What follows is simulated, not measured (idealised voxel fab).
The document below concerns the process module designated voxel self aligned contacts.
For reference, the cross-section in this document is cut, with width 285 nm and square cells of 5 nm.
When this document writes out a cross-section, it uses a grid of square cells and lists it as bands, beginning at the top and moving down, with a band standing for one or more rows of cells.
In this notation a band is specified by the heights of its top and bottom, in that order and in nm, after which its materials appear from left to right, each paired with its width in nm. The word "all across" attached to a single material means that material fills the band from edge to edge; the word "air" stands for empty space.
Height 0 is the level under which the wafer as received is all one material. The lowest band goes on downwards, as in "0 -> down".
The expression "30..40" gives the width at the extremes of the band, the first number at its top row of cells and the second at its bottom row, with the width changing by equal amounts from each row to the next in between.
"remained unchanged" -> step changed no cross-section cell.
"Closed void register": empty spaces of 8 cells or more with no open way to the top, each given as width x height at distance, distance from the left edge, all in nm.
Past the settings on a step's line: simulator remark, on that step.
For masked steps, "overlay nm" on the step line gives how far right of plan the mask actually lay; a minus sign means it lay to the left.

**These are the steps we planned for the process**
step 1: RECEIVE, material Si
step 2: OXIDIZE, depth nm 5
step 3: DIRECTIONAL_DEP, material polySi, thk nm 20
step 4: DIRECTIONAL_DEP, material SiN, thk nm 20
step 5: MASKED_ETCH, tone cover, mask id GATE, width nm 35, pitch nm 80, etch materials SiN, depth nm 20, overlay nm 0
step 6: MASKED_ETCH, tone cover, mask id GATE, width nm 35, pitch nm 80, etch materials polySi, depth nm 20, overlay nm 0
step 7: CONFORMAL_DEP, material SiN, thk nm 10
step 8: DIRECTIONAL_ETCH, etch materials SiN, depth nm 10
step 9: FILL_DEP, material SiO2, thk nm 15
step 10: CMP, height nm 45
step 11: PATTERN, tone open, mask id CONTACT, material resist, width nm 65, thk nm 20, overlay nm 0
step 12: DIRECTIONAL_ETCH, etch materials SiO2, depth nm 50
step 13: STRIP, etch materials resist
step 14: CONFORMAL_DEP, material TiN, thk nm 5
step 15: FILL_DEP, material Ru, thk nm 10
step 16: CMP, height nm 45
step 17: CONFORMAL_DEP, material SiCN, thk nm 5

**Cross-section of the wafer upon arrival, representing the state reached after step 1**
0 -> down | Si all across
Closed void register: none

**Cross-section at module end, one run error; start and plan unchanged from above**
50 -> 45 | SiCN all across
45 -> 40 | SiO2=105  TiN=30  Ru=15  TiN=20  SiO2=115
40 -> 20 | SiO2=75  SiN=55  TiN=5  Ru=15  TiN=5  SiN=55  SiO2=75
20 -> 0 | SiO2=75  SiN=10  polySi=35  SiN=10  TiN=5  Ru=15  TiN=5  SiN=10  polySi=35  SiN=10  SiO2=75
0 -> -5 | SiO2=130  TiN=25  SiO2=130
-5 -> down | Si all across
Closed void register: none
Run error: in deviation from the planned setting, step 11 was conducted as PATTERN, tone open, mask id CONTACT, material resist, width nm 65, thk nm 20, overlay nm -5
